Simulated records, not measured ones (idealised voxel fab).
The process module that follows is named voxel self aligned contacts.
The width of the displayed cross-section, cut, is 250 nm; its cells are square, with a size of 5 nm.
For the purposes of this document, a cross-section shall be understood as a grid of square cells, specified as bands listed in top-to-bottom order, each band consisting of one or more rows of cells.
Look at the band entry: it leads with the top's height and the bottom's height in nm. Then it lists the materials left to right, with a width in nm for each. The word "full width" on a single material says that material fills the band edge to edge. The word "blank" is empty space.
Height 0 is the level under which the wafer as received is all one material. The lowest band goes on downwards, as in "0..down".
When a width is written as two numbers, as in "30..40", the first number is the width in the top row of cells of the band and the second is the width in its bottom row, and the width changes by the same amount from each row to the next.
The designation "all unchanged", where it is given for a processing step, indicates that no cell of the cross-section was altered in the course of that step.
Heads up: "Fully sealed voids" only lists the empty pockets with no open path to the top that are 8 cells or more, and it writes them as width x height at distance, distance from the left edge, in nm.
Past the settings on a step's line: simulator remark, on that step.
overlay nm: right-of-plan distance of the mask on a masked step; negative values mean left-of-plan.

## Planned process steps
step 1: RECEIVE (material Si)
step 2: OXIDIZE (depth nm 5)
step 3: DIRECTIONAL_DEP (material polySi; thk nm 30)
step 4: DIRECTIONAL_DEP (material SiN; thk nm 20)
step 5: PATTERN (tone cover; mask id GATE; material resist; width nm 25; pitch nm 60; thk nm 15; overlay nm 0)
step 6: DIRECTIONAL_ETCH (etch materials SiN; depth nm 20)
step 7: DIRECTIONAL_ETCH (etch materials polySi; depth nm 30)
step 8: STRIP (etch materials resist)
step 9: CONFORMAL_DEP (material SiN; thk nm 10)
step 10: DIRECTIONAL_ETCH (etch materials SiN; depth nm 10)
step 11: FILL_DEP (material SiO2; thk nm 10)
step 12: CMP (height nm 55)
step 13: DIRECTIONAL_DEP (material aC; thk nm 15)
step 14: PATTERN (tone open; mask id CONTACT; material resist; width nm 45; thk nm 35; overlay nm 0)
step 15: DIRECTIONAL_ETCH (etch materials aC; depth nm 15)
step 16: STRIP (etch materials resist)
step 17: DIRECTIONAL_ETCH (etch materials SiO2; depth nm 60)
step 18: STRIP (etch materials aC)
step 19: CONFORMAL_DEP (material TiN; thk nm 5)
step 20: FILL_DEP (material W; thk nm 10)
step 21: CMP (height nm 55)
step 22: CONFORMAL_DEP (material SiCN; thk nm 5)

## Cross-section of the incoming wafer, state after step 1
    0..down | Si full width
    Fully sealed voids: none

## Final cross-section, module run with one mistake (start and plan as above)
    60..55 | SiCN full width
    55..50 | SiO2 100 nm, then TiN 45 nm, then SiO2 105 nm
    50..30 | SiO2 70 nm, then SiN 50 nm, then TiN 10 nm, then SiN 50 nm, then SiO2 70 nm
    30..0 | SiO2 70 nm, then SiN 10 nm, then polySi 30 nm, then SiN 10 nm, then TiN 10 nm, then SiN 10 nm, then polySi 30 nm, then SiN 10 nm, then SiO2 70 nm
    0..-5 | SiO2 120 nm, then TiN 10 nm, then SiO2 120 nm
    -5..down | Si full width
    Fully sealed voids: none
Deviation noted in wafer processing: so step 5 ended up running with a different setting than we planned, it ran as PATTERN (tone cover; mask id GATE; material resist; width nm 30; pitch nm 60; thk nm 15; overlay nm 0)
